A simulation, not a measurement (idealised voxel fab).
Process module, titled voxel double patterning
We display cut, a cross-section 175 nm in width whose square cells are each 5 nm.
Cross-section format: a grid of square cells, given as bands from top to bottom; each band is one or more rows of cells.
First you get the band's top height and its bottom height, in nm, and then the materials it's made of, left to right, with each width in nm. If you see a single material with "everywhere", that one covers the band edge to edge. "air" is empty space.
Note: height 0 marks the level under which the wafer is uniformly one material as received. Lowest band unbounded below, written "0 and below".
Width spec "30..40" -> top row of cells at first value, bottom row at second value, equal per-row change in between.
"nothing altered" means the step left every cell of the cross-section as it was.
Voids not open to the top, 8 cells minimum: see "Closed cavities". Written width x height at distance; distance is from the left edge; nm.
It should be noted that, on the line of a given step, the content following the step's settings is a remark produced by the simulator itself with respect to that step.
overlay nm: right-of-plan distance of the mask on a masked step; negative values mean left-of-plan.
The process steps that were planned are listed below
- 1: RECEIVE | material Si
- 2: CONFORMAL_DEP | material SiN | thk nm 10
- 3: DIRECTIONAL_DEP | material SiO2 | thk nm 15
- 4: DIRECTIONAL_DEP | material SiCN | thk nm 5
- 5: MASKED_ETCH | tone open | mask id FIRST | width nm 15 | pitch nm 50 | etch materials SiCN | depth nm 5 | overlay nm 0
- 6: DIRECTIONAL_DEP | material aC | thk nm 15
- 7: PATTERN | tone open | mask id SECOND | material resist | width nm 15 | thk nm 35 | overlay nm 0
- 8: DIRECTIONAL_ETCH | etch materials aC | depth nm 15
- 9: STRIP | etch materials resist
- 10: DIRECTIONAL_ETCH | etch materials SiCN | depth nm 5
- 11: STRIP | etch materials aC
- 12: DIRECTIONAL_ETCH | etch materials SiO2 | depth nm 15
- 13: STRIP | etch materials SiCN
Wafer as received: cross-section following step 1
	0 and below: Si everywhere
	Closed cavities: none
Cross-section at module end, one run error; start and plan unchanged from above
	40 down to 25: SiO2=55, then air=15, then SiO2=10, then air=15, then SiO2=10, then air=15, then SiO2=55
	25 down to 10: SiO2 everywhere
	10 down to 0: SiN everywhere
	0 and below: Si everywhere
	Closed cavities: none
It is concluded that the wafer was processed incorrectly with respect to the plan, in that step 3 from the plan got run twice
